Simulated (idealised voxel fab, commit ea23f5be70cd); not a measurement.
Process module, titled voxel spacer lines
In the cross-section labelled cut, the width is 250 nm and each square cell is 5 nm.
In what follows, cross-sections appear as grids of square cells, described through bands that run from the top down, where every band is one or more rows of cells.
Top height, bottom height, nm. Materials left to right, width each, nm. Single material + "edge to edge" = fills band edge to edge. "air" = empty.
Height 0 is the level under which the wafer as received is all one material. The lowest band goes on downwards, as in "from 0 down".
Width spec "30->40" -> top row of cells at first value, bottom row at second value, equal per-row change in between.
Any step labelled "no alteration" changed none of the cells in the cross-section.
"Enclosed cavities": empty spaces of 8 cells or more with no open way to the top, each given as width x height at distance, distance from the left edge, all in nm.
Step line, after settings: the simulator's comment on this step.
"overlay nm", when on a step's line for a step with a mask, measures how far to the right of its planned place the mask lay; a negative measure means to the left.
### The steps planned for the process are as follows
1 RECEIVE (material Si)
2 CONFORMAL_DEP (material Al2O3; thk nm 10)
3 DIRECTIONAL_DEP (material SiN; thk nm 20)
4 DIRECTIONAL_DEP (material aC; thk nm 20)
5 PATTERN (tone cover; mask id MANDREL; material resist; width nm 15; pitch nm 50; thk nm 30; overlay nm 0)
6 DIRECTIONAL_ETCH (etch materials aC; depth nm 20)
7 STRIP (etch materials resist)
8 CONFORMAL_DEP (material SiO2; thk nm 10)
9 DIRECTIONAL_ETCH (etch materials SiO2; depth nm 10)
10 STRIP (etch materials aC)
11 DIRECTIONAL_ETCH (etch materials SiN; depth nm 20)
12 STRIP (etch materials SiO2)
13 FILL_DEP (material lowk; thk nm 5)
14 CMP (height nm 30)
### Cross-section: wafer on arrival = after step 1
    from 0 down = Si edge to edge
    Enclosed cavities: none
### Wafer at module end, in section. Began as above, planned as above, run with one mistake
    from 30 to 15 = lowk (55); SiN (10); lowk (15); SiN (10); lowk (15); SiN (10); lowk (15); SiN (10); lowk (15); SiN (10); lowk (15); SiN (10); lowk (60)
    from 15 to 0 = Al2O3 edge to edge
    from 0 down = Si edge to edge
    Enclosed cavities: none
In executing the process, a mistake was made relative to the plan: off-plan run, step 2, actual operation and settings CONFORMAL_DEP (material Al2O3; thk nm 15)
